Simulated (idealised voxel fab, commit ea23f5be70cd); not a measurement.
process module | voxel self aligned contacts
cross-section cut | 270 nm wide | cells 5 nm
A cross-section is a grid of square cells, given in bands from the top down. A band is one or more rows of cells.
Each band's line starts with the height of the band's top and of its bottom, in nm. Then come its materials from left to right, each with its width in nm. One material with "throughout" fills the band from edge to edge. "air" is empty space.
Height 0 is the level under which the wafer as received is all one material. The lowest band goes on downwards, as in "0 down".
A width such as "30 to 40" changes by the same amount from each row of cells to the next, from the band's top row to its bottom row.
"no change" after a step means that no cell of the cross-section changed.
closed voids: empty space of 8 cells or more with no open way to the top, each as width x height at its distance from the left edge, in nm
after a step's settings: what the simulator itself notes on the step
overlay nm, on a step with a mask: how far to the right of its planned place the mask lay; to the left if negative
plan
1 op RECEIVE | material Si
2 op CONFORMAL_DEP | material SiO2 | thk nm 5
3 op DIRECTIONAL_DEP | material polySi | thk nm 25
4 op DIRECTIONAL_DEP | material SiN | thk nm 25
5 op DIRECTIONAL_DEP | material aC | thk nm 10
6 op PATTERN | tone cover | mask id GATE | material resist | width nm 30 | pitch nm 75 | thk nm 25 | overlay nm 0
7 op DIRECTIONAL_ETCH | etch materials aC | depth nm 10
8 op STRIP | etch materials resist
9 op DIRECTIONAL_ETCH | etch materials SiN | depth nm 25
10 op DIRECTIONAL_ETCH | etch materials polySi | depth nm 25
11 op STRIP | etch materials aC
12 op CONFORMAL_DEP | material SiN | thk nm 10
13 op DIRECTIONAL_ETCH | etch materials SiN | depth nm 10
14 op FILL_DEP | material SiO2 | thk nm 10
15 op CMP | height nm 60
16 op DIRECTIONAL_DEP | material aC | thk nm 10
17 op PATTERN | tone open | mask id CONTACT | material resist | width nm 45 | thk nm 30 | overlay nm 0
18 op DIRECTIONAL_ETCH | etch materials aC | depth nm 10
19 op STRIP | etch materials resist
20 op DIRECTIONAL_ETCH | etch materials SiO2 | depth nm 60
21 op STRIP | etch materials aC
22 op CONFORMAL_DEP | material TiN | thk nm 5
23 op FILL_DEP | material W | thk nm 5
24 op CMP | height nm 60
25 op CONFORMAL_DEP | material SiCN | thk nm 5
varied across the wafers: width nm of step 17. The plan shows the first wafer's value. All wafers start alike
first wafer as received, after step 1
  0 down: Si throughout
  closed voids: none
first wafer at the end, after step 25
  65 to 60: SiCN throughout
  60 to 55: SiO2 110 | TiN 15 | W 15 | TiN 15 | SiO2 115
  55 to 30: SiO2 70 | SiN 50 | TiN 5 | W 15 | TiN 5 | SiN 50 | SiO2 75
  30 to 5: SiO2 70 | SiN 10 | polySi 30 | SiN 10 | TiN 5 | W 15 | TiN 5 | SiN 10 | polySi 30 | SiN 10 | SiO2 75
  5 to 0: SiO2 120 | TiN 25 | SiO2 125
  0 down: Si throughout
  closed voids: none
last wafer at the end
  65 to 60: SiCN throughout
  60 to 55: SiO2 100 | TiN 25 | W 15 | TiN 30 | SiO2 100
  55 to 30: SiO2 70 | SiN 50 | TiN 5 | W 15 | TiN 5 | SiN 50 | SiO2 75
  30 to 5: SiO2 70 | SiN 10 | polySi 30 | SiN 10 | TiN 5 | W 15 | TiN 5 | SiN 10 | polySi 30 | SiN 10 | SiO2 75
  5 to 0: SiO2 120 | TiN 25 | SiO2 125
  0 down: Si throughout
  closed voids: none
each wafer at the end: cells of each material gained (+) or lost (-) since it was received, then its closed voids
width nm 45 | +54 SiCN | +140 SiN | +384 SiO2 | +31 TiN | +33 W | +60 polySi | closed voids: none
width nm 50 | +54 SiCN | +140 SiN | +383 SiO2 | +32 TiN | +33 W | +60 polySi | closed voids: none
width nm 55 | +54 SiCN | +140 SiN | +382 SiO2 | +33 TiN | +33 W | +60 polySi | closed voids: none
width nm 60 | +54 SiCN | +140 SiN | +381 SiO2 | +34 TiN | +33 W | +60 polySi | closed voids: none
width nm 65 | +54 SiCN | +140 SiN | +380 SiO2 | +35 TiN | +33 W | +60 polySi | closed voids: none
width nm 70 | +54 SiCN | +140 SiN | +379 SiO2 | +36 TiN | +33 W | +60 polySi | closed voids: none
